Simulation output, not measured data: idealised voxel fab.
The process module that follows is named voxel self aligned contacts.
Section cut is 250 nm wide and gridded with 5 nm square cells.
Each cross-section below is a grid of square cells, stated as bands in top-down order, with one or more rows of cells making up each band.
A band entry consists of two parts. The first gives the height of the band's top and the height of its bottom, in nm. The rest lists the band's materials from left to right, each with its width in nm. A single material labelled with the word "edge to edge" fills the band from edge to edge, and the word "empty" marks empty space.
Height 0 is the level under which the wafer as received is all one material. The lowest band goes on downwards, as in "0 nm and below".
Read "30->40" as a graded width: first number on top, second number at the bottom, same change between each pair of neighbouring rows.
What does "nothing different" mean for a step? It means no cell of the cross-section changed in that step.
What "Enclosed internal cavities" gives you is every empty space of 8 cells or more that is cut off from the top. Each appears as width x height at distance, with the distance taken from the left edge and width, height and distance all in nm.
If you see something after the settings on a step's line, that's the simulator's own remark about that step.
"overlay nm" denotes, for a step that has a mask, the displacement of the mask to the right of its planned place, with negative values corresponding to the left.
The planned process steps are enumerated hereunder
1. RECEIVE | material Si
2. OXIDIZE | depth nm 5
3. DIRECTIONAL_DEP | material polySi | thk nm 20
4. DIRECTIONAL_DEP | material SiN | thk nm 20
5. MASKED_ETCH | tone cover | mask id GATE | width nm 25 | pitch nm 60 | etch materials SiN | depth nm 20 | overlay nm 0
6. MASKED_ETCH | tone cover | mask id GATE | width nm 25 | pitch nm 60 | etch materials polySi | depth nm 20 | overlay nm 0
7. CONFORMAL_DEP | material SiN | thk nm 10
8. DIRECTIONAL_ETCH | etch materials SiN | depth nm 10
9. FILL_DEP | material SiO2 | thk nm 10
10. CMP | height nm 45
11. MASKED_ETCH | tone open | mask id CONTACT | width nm 45 | pitch nm 60 | etch materials SiO2 | depth nm 50 | overlay nm 0
12. CONFORMAL_DEP | material TiN | thk nm 5
13. FILL_DEP | material Ru | thk nm 10
14. CMP | height nm 45
15. CONFORMAL_DEP | material SiCN | thk nm 5
Delivered wafer in cross-section: state after step 1
> 0 nm and below | Si edge to edge
> Enclosed internal cavities: none
First of two wafers: cross-section at end of module, run per plan
> 50 nm to 45 nm | SiCN edge to edge
> 45 nm to 40 nm | SiO2 70 nm / TiN 20 nm / Ru 5 nm / TiN 20 nm / SiO2 15 nm / TiN 20 nm / Ru 5 nm / TiN 20 nm / SiO2 75 nm
> 40 nm to 20 nm | SiO2 40 nm / SiN 45 nm / TiN 5 nm / Ru 5 nm / TiN 5 nm / SiN 45 nm / TiN 5 nm / Ru 5 nm / TiN 5 nm / SiN 45 nm / SiO2 45 nm
> 20 nm to 0 nm | SiO2 40 nm / SiN 10 nm / polySi 25 nm / SiN 10 nm / TiN 5 nm / Ru 5 nm / TiN 5 nm / SiN 10 nm / polySi 25 nm / SiN 10 nm / TiN 5 nm / Ru 5 nm / TiN 5 nm / SiN 10 nm / polySi 25 nm / SiN 10 nm / SiO2 45 nm
> 0 nm to -5 nm | SiO2 85 nm / TiN 15 nm / SiO2 45 nm / TiN 15 nm / SiO2 90 nm
> -5 nm and below | Si edge to edge
> Enclosed internal cavities: none
Cross-sectional view: second of two wafers, end of module; start and plan identical to the first, one mistake in running
> 50 nm to 45 nm | SiCN edge to edge
> 45 nm to 40 nm | SiO2 70 nm / TiN 20 nm / Ru 5 nm / TiN 20 nm / SiO2 15 nm / TiN 20 nm / Ru 5 nm / TiN 20 nm / SiO2 75 nm
> 40 nm to 25 nm | SiO2 40 nm / SiN 45 nm / TiN 5 nm / Ru 5 nm / TiN 5 nm / SiN 45 nm / TiN 5 nm / Ru 5 nm / TiN 5 nm / SiN 45 nm / SiO2 45 nm
> 25 nm to 20 nm | SiO2 40 nm / SiN 45 nm / TiN 15 nm / SiN 45 nm / TiN 15 nm / SiN 45 nm / SiO2 45 nm
> 20 nm to 0 nm | SiO2 35 nm / SiN 10 nm / polySi 35 nm / SiN 10 nm / TiN 5 nm / SiN 10 nm / polySi 35 nm / SiN 10 nm / TiN 5 nm / SiN 10 nm / polySi 35 nm / SiN 10 nm / SiO2 40 nm
> 0 nm to -5 nm | SiO2 90 nm / TiN 5 nm / SiO2 55 nm / TiN 5 nm / SiO2 95 nm
> -5 nm and below | Si edge to edge
> Enclosed internal cavities: none
Error vs. plan: heads up, step 6 didn't go per plan, it actually ran as MASKED_ETCH | tone cover | mask id GATE | width nm 35 | pitch nm 60 | etch materials polySi | depth nm 20 | overlay nm 0
Looking at both finished wafers in cells, the second ends up ahead of or behind the first on some materials: Ru -10 | SiO2 -4 | TiN -10 | polySi +24
